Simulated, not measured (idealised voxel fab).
process module | voxel local oxidation
cross-section cut | 235 nm wide | cells 5 nm
A cross-section is a grid of square cells, given in bands from the top down. A band is one or more rows of cells.
Each band's line starts with the height of the band's top and of its bottom, in nm. Then come its materials from left to right, each with its width in nm. One material with "throughout" fills the band from edge to edge. "air" is empty space.
Height 0 is the level under which the wafer as received is all one material. The lowest band goes on downwards, as in "0 down".
A width such as "30 to 40" changes by the same amount from each row of cells to the next, from the band's top row to its bottom row.
"no change" after a step means that no cell of the cross-section changed.
closed voids: empty space of 8 cells or more with no open way to the top, each as width x height at its distance from the left edge, in nm
after a step's settings: what the simulator itself notes on the step
overlay nm, on a step with a mask: how far to the right of its planned place the mask lay; to the left if negative
plan
1 op RECEIVE | material Si
2 op OXIDIZE | depth nm 5
3 op CONFORMAL_DEP | material SiN | thk nm 15
4 op PATTERN | tone cover | mask id ACTIVE | material resist | width nm 130 | thk nm 20 | overlay nm 0
5 op DIRECTIONAL_ETCH | etch materials SiN | depth nm 15
6 op STRIP | etch materials resist
7 op SELECTIVE_ETCH | etch materials SiO2 | depth nm 5
8 op OXIDIZE | depth nm 10
9 op STRIP | etch materials SiN
as received, after step 1
  0 down: Si throughout
  closed voids: none
a wafer at the end: this start, this plan, one mistake
  15 to 0: air 50 | SiN 130 | air 55
  0 to -5: air 55 | SiO2 120 | air 60
  -5 to -15: SiO2 65 | Si 100 | SiO2 70
  -15 down: Si throughout
  closed voids: none
what went wrong: step 9 was left out
